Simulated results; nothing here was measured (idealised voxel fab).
Proc. module: voxel ribs on slabs
Square cell edge 5 nm, section width 160 nm, ID cut.
Think of the cross-section as a grid of square cells. We describe it in bands, top to bottom, and each band covers one or more rows of those cells. Band: top and bottom heights (nm) first, top before bottom; then materials from left to right, widths in nm. "throughout" marks a sole material filling the band edge to edge. "empty" denotes empty space. All heights in this document are referenced to 0, defined as the level beneath which the wafer, as received, consists entirely of one material. The lowest band is not bounded below; it extends indefinitely downward and is written in the form "0 down". Per-row width for "30..40": begins at first number (top row of band), ends at second number (bottom row), increment between rows held constant. Take "no alteration" at face value: in the step it is given for, the cross-section changed in none of its cells. Look at "Enclosed internal cavities" for the closed voids: empty spaces with no open path to the top, sized 8 cells or up. Each is width x height at distance, distance from the left edge, all nm. Where a step's line continues beyond its settings, the continuation is a remark by the simulator itself on that step. "overlay nm" denotes, for a step that has a mask, the displacement of the mask to the right of its planned place, with negative values corresponding to the left.

Process steps - plan
1: RECEIVE, material Si
2: DIRECTIONAL_DEP, material SiO2, thk nm 20
3: DIRECTIONAL_DEP, material polySi, thk nm 15
4: PATTERN, tone cover, mask id RIB, material resist, width nm 20, thk nm 15, overlay nm 0
5: DIRECTIONAL_ETCH, etch materials polySi, depth nm 5
6: STRIP, etch materials resist
7: PATTERN, tone cover, mask id SLAB, material resist, width nm 60, thk nm 20, overlay nm 0
8: DIRECTIONAL_ETCH, etch materials polySi, depth nm 10
9: STRIP, etch materials resist
10: FILL_DEP, material SiO2, thk nm 25
11: CMP, height nm 50
12: DIRECTIONAL_DEP, material TiN, thk nm 5
13: PATTERN, tone cover, mask id HEATER, material resist, width nm 30, thk nm 15, overlay nm 0
14: DIRECTIONAL_ETCH, etch materials TiN, depth nm 5
15: STRIP, etch materials resist
16: CONFORMAL_DEP, material SiO2, thk nm 10

Shown in cross-section is the wafer as received, that is, as it stands after step 1
0 down | Si throughout
Enclosed internal cavities: none

First wafer of two, sectioned at end of module; run went per plan
65 to 60 | 55 of empty, then 50 of SiO2, then 55 of empty
60 to 55 | SiO2 throughout
55 to 50 | 65 of SiO2, then 30 of TiN, then 65 of SiO2
50 to 35 | SiO2 throughout
35 to 30 | 70 of SiO2, then 20 of polySi, then 70 of SiO2
30 to 20 | 50 of SiO2, then 60 of polySi, then 50 of SiO2
20 to 0 | SiO2 throughout
0 down | Si throughout
Enclosed internal cavities: none

Here's the second of our two wafers sectioned at module end. Same start as the first, same plan, but one mistake got made running it
65 to 60 | 45 of empty, then 50 of SiO2, then 65 of empty
60 to 55 | SiO2 throughout
55 to 50 | 55 of SiO2, then 30 of TiN, then 75 of SiO2
50 to 35 | SiO2 throughout
35 to 30 | 70 of SiO2, then 20 of polySi, then 70 of SiO2
30 to 20 | 50 of SiO2, then 60 of polySi, then 50 of SiO2
20 to 0 | SiO2 throughout
0 down | Si throughout
Enclosed internal cavities: none
It is concluded that the wafer was processed incorrectly with respect to the plan, in that the process deviated at step 13: the operation and settings actually run there were PATTERN, tone cover, mask id HEATER, material resist, width nm 30, thk nm 15, overlay nm -10
Tallied in cells, the final second wafer holds each material in the same quantity as the first, although not at the same places.
